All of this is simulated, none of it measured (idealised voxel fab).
process module | voxel spacer lines
cross-section cut | 210 nm wide | cells 5 nm
A cross-section is a grid of square cells, given in bands from the top down. A band is one or more rows of cells.
Each band's line starts with the height of the band's top and of its bottom, in nm. Then come its materials from left to right, each with its width in nm. One material with "throughout" fills the band from edge to edge. "air" is empty space.
Height 0 is the level under which the wafer as received is all one material. The lowest band goes on downwards, as in "0 down".
A width such as "30 to 40" changes by the same amount from each row of cells to the next, from the band's top row to its bottom row.
"no change" after a step means that no cell of the cross-section changed.
closed voids: empty space of 8 cells or more with no open way to the top, each as width x height at its distance from the left edge, in nm
after a step's settings: what the simulator itself notes on the step
overlay nm, on a step with a mask: how far to the right of its planned place the mask lay; to the left if negative
plan
1 op RECEIVE | material Si
2 op CONFORMAL_DEP | material Al2O3 | thk nm 10
3 op DIRECTIONAL_DEP | material W | thk nm 5
4 op DIRECTIONAL_DEP | material aC | thk nm 30
5 op PATTERN | tone cover | mask id MANDREL | material resist | width nm 20 | pitch nm 70 | thk nm 35 | overlay nm 0
6 op DIRECTIONAL_ETCH | etch materials aC | depth nm 30
7 op STRIP | etch materials resist
8 op CONFORMAL_DEP | material SiO2 | thk nm 15
9 op DIRECTIONAL_ETCH | etch materials SiO2 | depth nm 15
10 op STRIP | etch materials aC
11 op DIRECTIONAL_ETCH | etch materials W | depth nm 15
12 op STRIP | etch materials SiO2
13 op FILL_DEP | material lowk | thk nm 10
14 op CMP | height nm 25
varied across the wafers: thk nm of step 3. The plan shows the first wafer's value. All wafers start alike
first wafer as received, after step 1
  0 down: Si throughout
  closed voids: none
first wafer at the end, after step 14
  25 to 15: lowk throughout
  15 to 10: lowk 45 | W 15 | lowk 20 | W 15 | lowk 20 | W 15 | lowk 20 | W 15 | lowk 45
  10 to 0: Al2O3 throughout
  0 down: Si throughout
  closed voids: none
last wafer at the end
  25 to 10: W throughout
  10 to 0: Al2O3 throughout
  0 down: Si throughout
  closed voids: none
each wafer at the end: cells of each material gained (+) or lost (-) since it was received, then its closed voids
thk nm 5 | +84 Al2O3 | +12 W | +114 lowk | closed voids: none
thk nm 10 | +84 Al2O3 | +24 W | +102 lowk | closed voids: none
thk nm 15 | +84 Al2O3 | +36 W | +90 lowk | closed voids: none
thk nm 20 | +84 Al2O3 | +66 W | +60 lowk | closed voids: none
thk nm 25 | +84 Al2O3 | +96 W | +30 lowk | closed voids: none
thk nm 30 | +84 Al2O3 | +126 W | closed voids: none
